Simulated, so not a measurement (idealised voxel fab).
The process module that follows is named voxel self aligned contacts.
Xsec cut, 160 nm wide, square cell size 5 nm.
We lay out every cross-section as a grid of square cells and spell it out in bands from the top down, where one band means one or more rows of cells.
Top, bottom (nm), then materials left to right with widths (nm); lone material tagged "full width" fills the whole band edge to edge; "empty" = empty space.
Zero point of the height axis is 0; under it, received wafer = one material. Lowest band: continues down indefinitely, "0..down".
Per-row width for "30..40": begins at first number (top row of band), ends at second number (bottom row), increment between rows held constant.
"nothing altered" for a step: no cell of the cross-section changed in that step.
Each empty space that has no open way to the top and spans at least 8 cells appears under "Cavities, sealed" as width x height at distance, the distance counted from the left edge, all in nm.
after a step's settings: what the simulator itself notes on the step
overlay nm: how far to the right of its planned place the mask lay on this masked step (negative: to the left).
## Process steps (planned)
1,RECEIVE with material Si
2,OXIDIZE with depth nm 5
3,DIRECTIONAL_DEP with material polySi, thk nm 25
4,DIRECTIONAL_DEP with material SiN, thk nm 20
5,PATTERN with tone cover, mask id GATE, material resist, width nm 35, pitch nm 70, thk nm 15, overlay nm 0
6,DIRECTIONAL_ETCH with etch materials SiN, depth nm 20
7,DIRECTIONAL_ETCH with etch materials polySi, depth nm 25
8,STRIP with etch materials resist
9,CONFORMAL_DEP with material SiN, thk nm 5
10,DIRECTIONAL_ETCH with etch materials SiN, depth nm 5
11,FILL_DEP with material SiO2, thk nm 15
12,CMP with height nm 50
13,PATTERN with tone open, mask id CONTACT, material resist, width nm 45, thk nm 15, overlay nm 0
14,DIRECTIONAL_ETCH with etch materials SiO2, depth nm 55
15,STRIP with etch materials resist
16,CONFORMAL_DEP with material TiN, thk nm 5
17,FILL_DEP with material Ru, thk nm 10
18,CMP with height nm 50
19,CONFORMAL_DEP with material SiN, thk nm 5
## Here's what the wafer looked like in cross-section when it arrived - that's after step 1
0..down  Si full width
Cavities, sealed: none
## The following cross-section depicts the wafer upon conclusion of the module. Processing commenced from the starting condition illustrated above and adhered to the plan illustrated above, save for one mistake in execution
55..50  SiN full width
50..45  SiO2 (45), TiN (25), Ru (15), TiN (5), SiO2 (70)
45..25  SiO2 (20), SiN (45), TiN (5), Ru (15), TiN (5), SiN (45), SiO2 (25)
25..0  SiO2 (20), SiN (5), polySi (35), SiN (5), TiN (5), Ru (15), TiN (5), SiN (5), polySi (35), SiN (5), SiO2 (25)
0..-5  SiO2 (65), TiN (25), SiO2 (70)
-5..down  Si full width
Cavities, sealed: none
Heads up, the wafer didn't run the way we planned it: off-plan run, step 13, actual operation and settings PATTERN with tone open, mask id CONTACT, material resist, width nm 45, thk nm 15, overlay nm -10
